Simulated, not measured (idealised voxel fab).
Process module in this document: voxel capacitor over wiring
For reference, the cross-section in this document is cut, with width 235 nm and square cells of 5 nm.
A cross-section in this document is a grid of square cells, and it is written down as bands, the top band listed before the ones below it; a band is made up of one or more rows of cells. For a band, the entry starts with two heights in nm, that of the top and then that of the bottom, and carries on with the band's materials in order from left to right, each alongside its width in nm; the word "all across" beside a single material means it fills the band edge to edge, and "empty" means empty space. A quick word on heights: they are counted from 0, and under that level the wafer as it came to us is one material throughout. The lowest band is different from the rest in having no bottom; it simply continues downward, written as in "0 down". Per-row width for "30->40": begins at first number (top row of band), ends at second number (bottom row), increment between rows held constant. Step note "identical to before" = no cross-section cell changed. "Closed void listing" means: voids of 8 cells or more that are shut off from the top with no open way through. Written width x height at distance, distance from the left edge, in nm. Where a step's line continues beyond its settings, the continuation is a remark by the simulator itself on that step. The optional step-line setting "overlay nm" applies to steps with a mask and quantifies how far to the right of its planned location the mask lay, a negative value indicating leftward placement.

BELOW IS THE LIST OF PLANNED PROCESS STEPS
1 RECEIVE, material Si
2 CONFORMAL_DEP, material SiO2, thk nm 15
3 CONFORMAL_DEP, material SiCN, thk nm 5
4 DIRECTIONAL_DEP, material SiO2, thk nm 15
5 DIRECTIONAL_DEP, material aC, thk nm 10
6 PATTERN, tone open, mask id METAL_1, material resist, width nm 30, pitch nm 95, thk nm 25, overlay nm 0
7 DIRECTIONAL_ETCH, etch materials aC, depth nm 10
8 STRIP, etch materials resist
9 DIRECTIONAL_ETCH, etch materials SiO2, depth nm 15
10 DIRECTIONAL_ETCH, etch materials SiCN, depth nm 5
11 STRIP, etch materials aC
12 CONFORMAL_DEP, material TiN, thk nm 5
13 FILL_DEP, material Cu, thk nm 5
14 CMP, height nm 35
15 CONFORMAL_DEP, material SiCN, thk nm 5
16 DIRECTIONAL_DEP, material SiO2, thk nm 15
17 MASKED_ETCH, tone open, mask id PLUG_1, width nm 15, etch materials SiO2, depth nm 15, overlay nm 0
18 MASKED_ETCH, tone open, mask id PLUG_1, width nm 15, etch materials SiCN, depth nm 5, overlay nm 0
19 CONFORMAL_DEP, material TiN, thk nm 5
20 FILL_DEP, material Cu, thk nm 10
21 CMP, height nm 55
22 DIRECTIONAL_DEP, material TiN, thk nm 10
23 DIRECTIONAL_DEP, material SiN, thk nm 5
24 DIRECTIONAL_DEP, material TiN, thk nm 5
25 PATTERN, tone cover, mask id UPPER_PLATE, material resist, width nm 70, thk nm 20, overlay nm 0
26 DIRECTIONAL_ETCH, etch materials TiN, depth nm 5
27 DIRECTIONAL_ETCH, etch materials SiN, depth nm 5
28 STRIP, etch materials resist
29 PATTERN, tone cover, mask id LOWER_PLATE, material resist, width nm 80, thk nm 20, overlay nm 0
30 DIRECTIONAL_ETCH, etch materials TiN, depth nm 10
31 STRIP, etch materials resist
32 FILL_DEP, material SiO2, thk nm 20
33 CMP, height nm 90
34 DIRECTIONAL_DEP, material aC, thk nm 10
35 PATTERN, tone open, mask id PLUG_2, material resist, width nm 15, thk nm 30, overlay nm 0
36 DIRECTIONAL_ETCH, etch materials aC, depth nm 10
37 STRIP, etch materials resist
38 DIRECTIONAL_ETCH, etch materials SiO2, depth nm 15
39 STRIP, etch materials aC
40 CONFORMAL_DEP, material TiN, thk nm 5
41 FILL_DEP, material Ru, thk nm 10
42 CMP, height nm 90
43 CONFORMAL_DEP, material SiCN, thk nm 5

DELIVERED WAFER IN CROSS-SECTION: STATE AFTER STEP 1
  0 down = Si all across
  Closed void listing: none

FIGURE: CROSS-SECTIONAL VIEW OF THE WAFER UPON COMPLETION OF THE MODULE, PROCESSED FROM THE INITIAL STATE AND ACCORDING TO THE PLAN DEPICTED ABOVE, WITH ONE ERROR INTRODUCED DURING EXECUTION
  95 to 90 = SiCN all across
  90 to 80 = 80 nm SiO2; 5 nm TiN; 5 nm Ru; 5 nm TiN; 140 nm SiO2
  80 to 70 = 80->70 nm SiO2; 15->70 nm TiN; 140->95 nm SiO2
  70 to 65 = Cu all across
  65 to 55 = TiN all across
  55 to 40 = 70 nm SiO2; 5 nm TiN; 5 nm Cu; 5 nm TiN; 150 nm SiO2
  40 to 35 = 70 nm SiCN; 15 nm TiN; 150 nm SiCN
  35 to 20 = 55 nm SiO2; 5 nm TiN; 20 nm Cu; 5 nm TiN; 65 nm SiO2; 5 nm TiN; 20 nm Cu; 5 nm TiN; 55 nm SiO2
  20 to 15 = 55 nm SiCN; 30 nm TiN; 65 nm SiCN; 30 nm TiN; 55 nm SiCN
  15 to 0 = SiO2 all across
  0 down = Si all across
  Closed void listing: none
So what did we get wrong on this run? heads up, step 23 didn't go per plan, it actually ran as DIRECTIONAL_DEP, material Cu, thk nm 5
